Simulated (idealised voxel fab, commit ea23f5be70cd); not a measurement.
The process module presented herein is designated voxel self aligned contacts.
It is cross-section cut that appears here, measuring 290 nm in width, its square cells being 5 nm in size.
Just so we're on the same page, the cross-sections are grids of square cells, and they're listed out in bands top to bottom, each band one or more rows deep. Per band: top height and bottom height in nm, followed by the left-to-right materials and their widths in nm; "all across" marks a single material spanning edge to edge, "air" marks empty space. Convention: height 0 is the level below which the wafer, as received, is all one material. The lowest band does not terminate at the bottom but continues downward, represented as "top 0, no bottom". It should be noted that a width expressed as "30 to 40" varies in equal increments from row to row of cells within the band, taking the value of the first number at the top row and that of the second number at the bottom row. Key: "same as before" - step with no changed cell in the cross-section. "Fully enclosed voids" enumerates empty spaces isolated from the top, with no open way to it, that contain at least 8 cells, giving each as width x height at distance from the left edge, all three in nm. Anything after a step's settings on that line? It's the simulator's own note about the step. overlay nm: mask right of planned place by this much (step with mask). Neg. = left.
This section lists the process steps that were planned
- 1: RECEIVE | material Si
- 2: CONFORMAL_DEP | material SiO2 | thk nm 5
- 3: DIRECTIONAL_DEP | material polySi | thk nm 20
- 4: DIRECTIONAL_DEP | material SiN | thk nm 25
- 5: DIRECTIONAL_DEP | material aC | thk nm 15
- 6: PATTERN | tone cover | mask id GATE | material resist | width nm 30 | pitch nm 65 | thk nm 35 | overlay nm 0
- 7: DIRECTIONAL_ETCH | etch materials aC | depth nm 15
- 8: STRIP | etch materials resist
- 9: DIRECTIONAL_ETCH | etch materials SiN | depth nm 25
- 10: DIRECTIONAL_ETCH | etch materials polySi | depth nm 20
- 11: STRIP | etch materials aC
- 12: CONFORMAL_DEP | material SiN | thk nm 10
- 13: DIRECTIONAL_ETCH | etch materials SiN | depth nm 10
- 14: FILL_DEP | material SiO2 | thk nm 15
- 15: CMP | height nm 60
- 16: DIRECTIONAL_DEP | material aC | thk nm 10
- 17: PATTERN | tone open | mask id CONTACT | material resist | width nm 45 | pitch nm 65 | thk nm 25 | overlay nm 0
- 18: DIRECTIONAL_ETCH | etch materials aC | depth nm 10
- 19: STRIP | etch materials resist
- 20: DIRECTIONAL_ETCH | etch materials SiO2 | depth nm 60
- 21: STRIP | etch materials aC
- 22: CONFORMAL_DEP | material TiN | thk nm 5
- 23: FILL_DEP | material Ru | thk nm 10
- 24: CMP | height nm 60
- 25: CONFORMAL_DEP | material SiN | thk nm 5
Concerning the first of two wafers, which was run in accordance with the plan
Shown in cross-section is the wafer as received, that is, as it stands after step 1
    top 0, no bottom = Si all across
    Fully enclosed voids: none
After step 2: wafer cross-section
    top 5, bottom 0 = SiO2 all across
    Below 0 it's all the same as before, nothing changed down there.
After step 3: wafer cross-section
    top 25, bottom 5 = polySi all across
    Below 5 it's all the same as before, nothing changed down there.
After step 4: wafer cross-section
    top 50, bottom 25 = SiN all across
    Below 25 it's all the same as before, nothing changed down there.
After step 5: wafer cross-section
    top 65, bottom 50 = aC all across
    Below 50 it's all the same as before, nothing changed down there.
After step 6: wafer cross-section
    top 100, bottom 65 = air 65 nm / resist 30 nm / air 35 nm / resist 30 nm / air 35 nm / resist 30 nm / air 65 nm
    Below 65 it's all the same as before, nothing changed down there.
After step 7: wafer cross-section
    top 85, bottom 65 = air 65 nm / resist 30 nm / air 35 nm / resist 30 nm / air 35 nm / resist 30 nm / air 65 nm
    top 65, bottom 50 = air 65 nm / aC 30 nm / air 35 nm / aC 30 nm / air 35 nm / aC 30 nm / air 65 nm
    Below 50 it's all the same as before, nothing changed down there.
After step 8: wafer cross-section
    top 65, bottom 50 = air 65 nm / aC 30 nm / air 35 nm / aC 30 nm / air 35 nm / aC 30 nm / air 65 nm
    Below 50 it's all the same as before, nothing changed down there.
After step 9: wafer cross-section
    top 65, bottom 50 = air 65 nm / aC 30 nm / air 35 nm / aC 30 nm / air 35 nm / aC 30 nm / air 65 nm
    top 50, bottom 25 = air 65 nm / SiN 30 nm / air 35 nm / SiN 30 nm / air 35 nm / SiN 30 nm / air 65 nm
    Below 25 it's all the same as before, nothing changed down there.
After step 10: wafer cross-section
    top 65, bottom 50 = air 65 nm / aC 30 nm / air 35 nm / aC 30 nm / air 35 nm / aC 30 nm / air 65 nm
    top 50, bottom 25 = air 65 nm / SiN 30 nm / air 35 nm / SiN 30 nm / air 35 nm / SiN 30 nm / air 65 nm
    top 25, bottom 5 = air 65 nm / polySi 30 nm / air 35 nm / polySi 30 nm / air 35 nm / polySi 30 nm / air 65 nm
    Below 5 it's all the same as before, nothing changed down there.
After step 11: wafer cross-section
    top 50, bottom 25 = air 65 nm / SiN 30 nm / air 35 nm / SiN 30 nm / air 35 nm / SiN 30 nm / air 65 nm
    Below 25 it's all the same as before, nothing changed down there.
After step 12: wafer cross-section
    top 60, bottom 25 = air 55 nm / SiN 50 nm / air 15 nm / SiN 50 nm / air 15 nm / SiN 50 nm / air 55 nm
    top 25, bottom 15 = air 55 nm / SiN 10 nm / polySi 30 nm / SiN 10 nm / air 15 nm / SiN 10 nm / polySi 30 nm / SiN 10 nm / air 15 nm / SiN 10 nm / polySi 30 nm / SiN 10 nm / air 55 nm
    top 15, bottom 5 = SiN 65 nm / polySi 30 nm / SiN 35 nm / polySi 30 nm / SiN 35 nm / polySi 30 nm / SiN 65 nm
    Below 5 it's all the same as before, nothing changed down there.
After step 13: wafer cross-section
    top 50, bottom 25 = air 55 nm / SiN 50 nm / air 15 nm / SiN 50 nm / air 15 nm / SiN 50 nm / air 55 nm
    top 25, bottom 5 = air 55 nm / SiN 10 nm / polySi 30 nm / SiN 10 nm / air 15 nm / SiN 10 nm / polySi 30 nm / SiN 10 nm / air 15 nm / SiN 10 nm / polySi 30 nm / SiN 10 nm / air 55 nm
    Below 5 it's all the same as before, nothing changed down there.
After step 14: wafer cross-section
    top 65, bottom 50 = SiO2 all across
    top 50, bottom 25 = SiO2 55 nm / SiN 50 nm / SiO2 15 nm / SiN 50 nm / SiO2 15 nm / SiN 50 nm / SiO2 55 nm
    top 25, bottom 5 = SiO2 55 nm / SiN 10 nm / polySi 30 nm / SiN 10 nm / SiO2 15 nm / SiN 10 nm / polySi 30 nm / SiN 10 nm / SiO2 15 nm / SiN 10 nm / polySi 30 nm / SiN 10 nm / SiO2 55 nm
    Below 5 it's all the same as before, nothing changed down there.
After step 15: wafer cross-section
    top 60, bottom 50 = SiO2 all across
    Below 50 it's all the same as before, nothing changed down there.
After step 16: wafer cross-section
    top 70, bottom 60 = aC all across
    Below 60 it's all the same as before, nothing changed down there.
After step 17: wafer cross-section
    top 95, bottom 70 = resist 90 nm / air 45 nm / resist 20 nm / air 45 nm / resist 90 nm
    Below 70 it's all the same as before, nothing changed down there.
After step 18: wafer cross-section
    top 85, bottom 70 = resist 90 nm / air 45 nm / resist 20 nm / air 45 nm / resist 90 nm
    top 70, bottom 60 = aC 90 nm / air 45 nm / aC 20 nm / air 45 nm / aC 90 nm
    Below 60 it's all the same as before, nothing changed down there.
After step 19: wafer cross-section
    top 70, bottom 60 = aC 90 nm / air 45 nm / aC 20 nm / air 45 nm / aC 90 nm
    Below 60 it's all the same as before, nothing changed down there.
After step 20: wafer cross-section
    top 70, bottom 60 = aC 90 nm / air 45 nm / aC 20 nm / air 45 nm / aC 90 nm
    top 60, bottom 50 = SiO2 90 nm / air 45 nm / SiO2 20 nm / air 45 nm / SiO2 90 nm
    top 50, bottom 25 = SiO2 55 nm / SiN 50 nm / air 15 nm / SiN 50 nm / air 15 nm / SiN 50 nm / SiO2 55 nm
    top 25, bottom 5 = SiO2 55 nm / SiN 10 nm / polySi 30 nm / SiN 10 nm / air 15 nm / SiN 10 nm / polySi 30 nm / SiN 10 nm / air 15 nm / SiN 10 nm / polySi 30 nm / SiN 10 nm / SiO2 55 nm
    top 5, bottom 0 = SiO2 105 nm / air 15 nm / SiO2 50 nm / air 15 nm / SiO2 105 nm
    Below 0 it's all the same as before, nothing changed down there.
After step 21: wafer cross-section
    top 60, bottom 50 = SiO2 90 nm / air 45 nm / SiO2 20 nm / air 45 nm / SiO2 90 nm
    Below 50 it's all the same as before, nothing changed down there.
After step 22: wafer cross-section
    top 65, bottom 60 = TiN 95 nm / air 35 nm / TiN 30 nm / air 35 nm / TiN 95 nm
    top 60, bottom 50 = SiO2 90 nm / TiN 5 to 20 nm / air 35 to 5 nm / TiN 5 to 20 nm / SiO2 20 nm / TiN 5 to 20 nm / air 35 to 5 nm / TiN 5 to 20 nm / SiO2 90 nm
    top 50, bottom 25 = SiO2 55 nm / SiN 50 nm / TiN 5 nm / air 5 nm / TiN 5 nm / SiN 50 nm / TiN 5 nm / air 5 nm / TiN 5 nm / SiN 50 nm / SiO2 55 nm
    top 25, bottom 5 = SiO2 55 nm / SiN 10 nm / polySi 30 nm / SiN 10 nm / TiN 5 nm / air 5 nm / TiN 5 nm / SiN 10 nm / polySi 30 nm / SiN 10 nm / TiN 5 nm / air 5 nm / TiN 5 nm / SiN 10 nm / polySi 30 nm / SiN 10 nm / SiO2 55 nm
    top 5, bottom 0 = SiO2 105 nm / TiN 15 nm / SiO2 50 nm / TiN 15 nm / SiO2 105 nm
    Below 0 it's all the same as before, nothing changed down there.
After step 23: wafer cross-section
    top 75, bottom 65 = Ru all across
    top 65, bottom 60 = TiN 95 nm / Ru 35 nm / TiN 30 nm / Ru 35 nm / TiN 95 nm
    top 60, bottom 50 = SiO2 90 nm / TiN 5 to 20 nm / Ru 35 to 5 nm / TiN 5 to 20 nm / SiO2 20 nm / TiN 5 to 20 nm / Ru 35 to 5 nm / TiN 5 to 20 nm / SiO2 90 nm
    top 50, bottom 25 = SiO2 55 nm / SiN 50 nm / TiN 5 nm / Ru 5 nm / TiN 5 nm / SiN 50 nm / TiN 5 nm / Ru 5 nm / TiN 5 nm / SiN 50 nm / SiO2 55 nm
    top 25, bottom 5 = SiO2 55 nm / SiN 10 nm / polySi 30 nm / SiN 10 nm / TiN 5 nm / Ru 5 nm / TiN 5 nm / SiN 10 nm / polySi 30 nm / SiN 10 nm / TiN 5 nm / Ru 5 nm / TiN 5 nm / SiN 10 nm / polySi 30 nm / SiN 10 nm / SiO2 55 nm
    Below 5 it's all the same as before, nothing changed down there.
After step 24: wafer cross-section
    top 60, bottom 50 = SiO2 90 nm / TiN 5 to 20 nm / Ru 35 to 5 nm / TiN 5 to 20 nm / SiO2 20 nm / TiN 5 to 20 nm / Ru 35 to 5 nm / TiN 5 to 20 nm / SiO2 90 nm
    Below 50 it's all the same as before, nothing changed down there.
After step 25: wafer cross-section
    top 65, bottom 60 = SiN all across
    Below 60 it's all the same as before, nothing changed down there.
Wafer two. Same start, same plan, one slip in execution. Same as wafer one through step 5, inclusive
At the planned end of step 6, the second wafer in cross-section
    top 100, bottom 65 = air 65 nm / resist 35 nm / air 30 nm / resist 35 nm / air 30 nm / resist 35 nm / air 60 nm
    Below 65 it's all the same as before, nothing changed down there.
At the planned end of step 7, the second wafer in cross-section
    top 85, bottom 65 = air 65 nm / resist 35 nm / air 30 nm / resist 35 nm / air 30 nm / resist 35 nm / air 60 nm
    top 65, bottom 50 = air 65 nm / aC 35 nm / air 30 nm / aC 35 nm / air 30 nm / aC 35 nm / air 60 nm
    Below 50 it's all the same as before, nothing changed down there.
At the planned end of step 8, the second wafer in cross-section
    top 65, bottom 50 = air 65 nm / aC 35 nm / air 30 nm / aC 35 nm / air 30 nm / aC 35 nm / air 60 nm
    Below 50 it's all the same as before, nothing changed down there.
At the planned end of step 9, the second wafer in cross-section
    top 65, bottom 50 = air 65 nm / aC 35 nm / air 30 nm / aC 35 nm / air 30 nm / aC 35 nm / air 60 nm
    top 50, bottom 25 = air 65 nm / SiN 35 nm / air 30 nm / SiN 35 nm / air 30 nm / SiN 35 nm / air 60 nm
    Below 25 it's all the same as before, nothing changed down there.
At the planned end of step 10, the second wafer in cross-section
    top 65, bottom 50 = air 65 nm / aC 35 nm / air 30 nm / aC 35 nm / air 30 nm / aC 35 nm / air 60 nm
    top 50, bottom 25 = air 65 nm / SiN 35 nm / air 30 nm / SiN 35 nm / air 30 nm / SiN 35 nm / air 60 nm
    top 25, bottom 5 = air 65 nm / polySi 35 nm / air 30 nm / polySi 35 nm / air 30 nm / polySi 35 nm / air 60 nm
    Below 5 it's all the same as before, nothing changed down there.
At the planned end of step 11, the second wafer in cross-section
    top 50, bottom 25 = air 65 nm / SiN 35 nm / air 30 nm / SiN 35 nm / air 30 nm / SiN 35 nm / air 60 nm
    Below 25 it's all the same as before, nothing changed down there.
At the planned end of step 12, the second wafer in cross-section
    top 60, bottom 25 = air 55 nm / SiN 55 nm / air 10 nm / SiN 55 nm / air 10 nm / SiN 55 nm / air 50 nm
    top 25, bottom 15 = air 55 nm / SiN 10 nm / polySi 35 nm / SiN 10 nm / air 10 nm / SiN 10 nm / polySi 35 nm / SiN 10 nm / air 10 nm / SiN 10 nm / polySi 35 nm / SiN 10 nm / air 50 nm
    top 15, bottom 5 = SiN 65 nm / polySi 35 nm / SiN 30 nm / polySi 35 nm / SiN 30 nm / polySi 35 nm / SiN 60 nm
    Below 5 it's all the same as before, nothing changed down there.
At the planned end of step 13, the second wafer in cross-section
    top 50, bottom 25 = air 55 nm / SiN 55 nm / air 10 nm / SiN 55 nm / air 10 nm / SiN 55 nm / air 50 nm
    top 25, bottom 5 = air 55 nm / SiN 10 nm / polySi 35 nm / SiN 10 nm / air 10 nm / SiN 10 nm / polySi 35 nm / SiN 10 nm / air 10 nm / SiN 10 nm / polySi 35 nm / SiN 10 nm / air 50 nm
    Below 5 it's all the same as before, nothing changed down there.
At the planned end of step 14, the second wafer in cross-section
    top 65, bottom 50 = SiO2 all across
    top 50, bottom 25 = SiO2 55 nm / SiN 55 nm / SiO2 10 nm / SiN 55 nm / SiO2 10 nm / SiN 55 nm / SiO2 50 nm
    top 25, bottom 5 = SiO2 55 nm / SiN 10 nm / polySi 35 nm / SiN 10 nm / SiO2 10 nm / SiN 10 nm / polySi 35 nm / SiN 10 nm / SiO2 10 nm / SiN 10 nm / polySi 35 nm / SiN 10 nm / SiO2 50 nm
    Below 5 it's all the same as before, nothing changed down there.
At the planned end of step 15, the second wafer in cross-section
    top 60, bottom 50 = SiO2 all across
    Below 50 it's all the same as before, nothing changed down there.
At the planned end of step 16, the second wafer in cross-section
    top 70, bottom 60 = aC all across
    Below 60 it's all the same as before, nothing changed down there.
At the planned end of step 17, the second wafer in cross-section
    top 95, bottom 70 = resist 90 nm / air 45 nm / resist 20 nm / air 45 nm / resist 90 nm
    Below 70 it's all the same as before, nothing changed down there.
At the planned end of step 18, the second wafer in cross-section
    top 85, bottom 70 = resist 90 nm / air 45 nm / resist 20 nm / air 45 nm / resist 90 nm
    top 70, bottom 60 = aC 90 nm / air 45 nm / aC 20 nm / air 45 nm / aC 90 nm
    Below 60 it's all the same as before, nothing changed down there.
At the planned end of step 19, the second wafer in cross-section
    top 70, bottom 60 = aC 90 nm / air 45 nm / aC 20 nm / air 45 nm / aC 90 nm
    Below 60 it's all the same as before, nothing changed down there.
At the planned end of step 20, the second wafer in cross-section
    top 70, bottom 60 = aC 90 nm / air 45 nm / aC 20 nm / air 45 nm / aC 90 nm
    top 60, bottom 50 = SiO2 90 nm / air 45 nm / SiO2 20 nm / air 45 nm / SiO2 90 nm
    top 50, bottom 25 = SiO2 55 nm / SiN 55 nm / air 10 nm / SiN 55 nm / air 10 nm / SiN 55 nm / SiO2 50 nm
    top 25, bottom 5 = SiO2 55 nm / SiN 10 nm / polySi 35 nm / SiN 10 nm / air 10 nm / SiN 10 nm / polySi 35 nm / SiN 10 nm / air 10 nm / SiN 10 nm / polySi 35 nm / SiN 10 nm / SiO2 50 nm
    top 5, bottom 0 = SiO2 110 nm / air 10 nm / SiO2 55 nm / air 10 nm / SiO2 105 nm
    Below 0 it's all the same as before, nothing changed down there.
At the planned end of step 21, the second wafer in cross-section
    top 60, bottom 50 = SiO2 90 nm / air 45 nm / SiO2 20 nm / air 45 nm / SiO2 90 nm
    Below 50 it's all the same as before, nothing changed down there.
At the planned end of step 22, the second wafer in cross-section
    top 65, bottom 60 = TiN 95 nm / air 35 nm / TiN 30 nm / air 35 nm / TiN 95 nm
    top 60, bottom 55 = SiO2 90 nm / TiN 5 nm / air 35 nm / TiN 5 nm / SiO2 20 nm / TiN 5 nm / air 35 nm / TiN 5 nm / SiO2 90 nm
    top 55, bottom 50 = SiO2 90 nm / TiN 45 nm / SiO2 20 nm / TiN 45 nm / SiO2 90 nm
    top 50, bottom 25 = SiO2 55 nm / SiN 55 nm / TiN 10 nm / SiN 55 nm / TiN 10 nm / SiN 55 nm / SiO2 50 nm
    top 25, bottom 5 = SiO2 55 nm / SiN 10 nm / polySi 35 nm / SiN 10 nm / TiN 10 nm / SiN 10 nm / polySi 35 nm / SiN 10 nm / TiN 10 nm / SiN 10 nm / polySi 35 nm / SiN 10 nm / SiO2 50 nm
    top 5, bottom 0 = SiO2 110 nm / TiN 10 nm / SiO2 55 nm / TiN 10 nm / SiO2 105 nm
    Below 0 it's all the same as before, nothing changed down there.
At the planned end of step 23, the second wafer in cross-section
    top 75, bottom 65 = Ru all across
    top 65, bottom 60 = TiN 95 nm / Ru 35 nm / TiN 30 nm / Ru 35 nm / TiN 95 nm
    top 60, bottom 55 = SiO2 90 nm / TiN 5 nm / Ru 35 nm / TiN 5 nm / SiO2 20 nm / TiN 5 nm / Ru 35 nm / TiN 5 nm / SiO2 90 nm
    Below 55 it's all the same as before, nothing changed down there.
At the planned end of step 24, the second wafer in cross-section
    top 60, bottom 55 = SiO2 90 nm / TiN 5 nm / Ru 35 nm / TiN 5 nm / SiO2 20 nm / TiN 5 nm / Ru 35 nm / TiN 5 nm / SiO2 90 nm
    Below 55 it's all the same as before, nothing changed down there.
At the planned end of step 25, the second wafer in cross-section
    top 65, bottom 60 = SiN all across
    Below 60 it's all the same as before, nothing changed down there.
Error vs. plan: step 6 went in with a setting other than planned; the actual run was PATTERN | tone cover | mask id GATE | material resist | width nm 35 | pitch nm 65 | thk nm 35 | overlay nm 0
Count the cells at the end and the second wafer has more or fewer of some materials than the first: Ru -20; SiN +15; SiO2 -7; polySi +12
